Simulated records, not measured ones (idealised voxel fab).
Documented hereafter: the process module known as voxel wiring stack.
This is section cut - it's 280 nm across, gridded in 5 nm square cells.
We lay out every cross-section as a grid of square cells and spell it out in bands from the top down, where one band means one or more rows of cells.
In this notation a band is specified by the heights of its top and bottom, in that order and in nm, after which its materials appear from left to right, each paired with its width in nm. The word "throughout" attached to a single material means that material fills the band from edge to edge; the word "air" stands for empty space.
Height 0 is the level under which the wafer as received is all one material. The lowest band goes on downwards, as in "0 and below".
Width spec "30 to 40" -> top row of cells at first value, bottom row at second value, equal per-row change in between.
"remained unchanged" means the step left every cell of the cross-section as it was.
You'll see "Listed closed voids" listing empty spaces that have no way open to the top, as long as they're 8 cells or more; the notation is width x height at distance, where the distance is from the left edge, and all of it is in nm.
Read whatever lies past the settings on a step's line as the simulator's own remark about the step.
"overlay nm", when on a step's line for a step with a mask, measures how far to the right of its planned place the mask lay; a negative measure means to the left.

**So here's the lineup of process steps we planned**
1,RECEIVE with material Si
2,CONFORMAL_DEP with material SiO2, thk nm 10
3,CONFORMAL_DEP with material SiN, thk nm 5
4,DIRECTIONAL_DEP with material lowk, thk nm 15
5,DIRECTIONAL_DEP with material aC, thk nm 10
6,PATTERN with tone open, mask id METAL_1, material resist, width nm 25, pitch nm 40, thk nm 30, overlay nm 0
7,DIRECTIONAL_ETCH with etch materials aC, depth nm 10
8,STRIP with etch materials resist
9,DIRECTIONAL_ETCH with etch materials lowk, depth nm 15
10,DIRECTIONAL_ETCH with etch materials SiN, depth nm 5
11,STRIP with etch materials aC
12,CONFORMAL_DEP with material TiN, thk nm 5
13,FILL_DEP with material Cu, thk nm 5
14,CMP with height nm 30
15,CONFORMAL_DEP with material SiCN, thk nm 5
16,DIRECTIONAL_DEP with material lowk, thk nm 20
17,DIRECTIONAL_DEP with material aC, thk nm 15
18,PATTERN with tone open, mask id PLUG_1, material resist, width nm 15, pitch nm 40, thk nm 35, overlay nm 0
19,DIRECTIONAL_ETCH with etch materials aC, depth nm 15
20,STRIP with etch materials resist
21,DIRECTIONAL_ETCH with etch materials lowk, depth nm 20
22,DIRECTIONAL_ETCH with etch materials SiCN, depth nm 5
23,STRIP with etch materials aC
24,CONFORMAL_DEP with material TiN, thk nm 5
25,FILL_DEP with material Ru, thk nm 5
26,CMP with height nm 55
27,CONFORMAL_DEP with material SiCN, thk nm 5
28,DIRECTIONAL_DEP with material lowk, thk nm 25
29,MASKED_ETCH with tone open, mask id METAL_2, width nm 25, pitch nm 40, etch materials lowk, depth nm 25, overlay nm 0
30,MASKED_ETCH with tone open, mask id METAL_2, width nm 25, pitch nm 40, etch materials SiCN, depth nm 5, overlay nm 0
31,CONFORMAL_DEP with material TiN, thk nm 5
32,FILL_DEP with material Cu, thk nm 5
33,CMP with height nm 85
34,CONFORMAL_DEP with material SiN, thk nm 5

**As received (post step 1): cross-section**
  0 and below = Si throughout
  Listed closed voids: none

**The first of two wafers, cross-sectioned at the end of the module, with the run proceeding as planned**
  90 down to 85 = SiN throughout
  85 down to 60 = lowk=105 | TiN=5 | Cu=15 | TiN=5 | lowk=15 | TiN=5 | Cu=15 | TiN=5 | lowk=110
  60 down to 55 = SiCN=105 | TiN=25 | SiCN=15 | TiN=25 | SiCN=110
  55 down to 35 = lowk=105 | TiN=5 | Ru=5 | TiN=5 | lowk=25 | TiN=5 | Ru=5 | TiN=5 | lowk=120
  35 down to 30 = SiCN=105 | TiN=15 | SiCN=25 | TiN=15 | SiCN=120
  30 down to 15 = lowk=105 | TiN=5 | Cu=15 | TiN=5 | lowk=15 | TiN=5 | Cu=15 | TiN=5 | lowk=110
  15 down to 10 = SiN=105 | TiN=25 | SiN=15 | TiN=25 | SiN=110
  10 down to 0 = SiO2 throughout
  0 and below = Si throughout
  Listed closed voids: none

**Here is the second of the two wafers cut open at the end of the module - same start, same plan as the first one, but we made one mistake running it**
  90 down to 85 = SiN throughout
  85 down to 60 = lowk=105 | TiN=5 | Cu=15 | TiN=5 | lowk=15 | TiN=5 | Cu=15 | TiN=5 | lowk=110
  60 down to 55 = SiCN=105 | TiN=25 | SiCN=15 | TiN=25 | SiCN=110
  55 down to 35 = lowk=105 | TiN=5 | Ru=5 | TiN=5 | lowk=25 | TiN=5 | Ru=5 | TiN=5 | lowk=120
  35 down to 30 = SiCN=105 | TiN=15 | SiCN=25 | TiN=15 | SiCN=120
  30 down to 25 = TiN=110 | Cu=15 | TiN=25 | Cu=15 | TiN=115
  25 down to 15 = lowk=105 | TiN=5 | Cu=15 | TiN=5 | lowk=15 | TiN=5 | Cu=15 | TiN=5 | lowk=110
  15 down to 10 = lowk=105 | TiN=25 | lowk=15 | TiN=25 | lowk=110
  10 down to 0 = SiO2 throughout
  0 and below = Si throughout
  Listed closed voids: none
What was the processing mistake? execution of step 3 of the plan did not take place, the step having been omitted
Final tally in cells, some materials are higher or lower on the second wafer than on the first: SiN: 46 fewer, TiN: 46 more
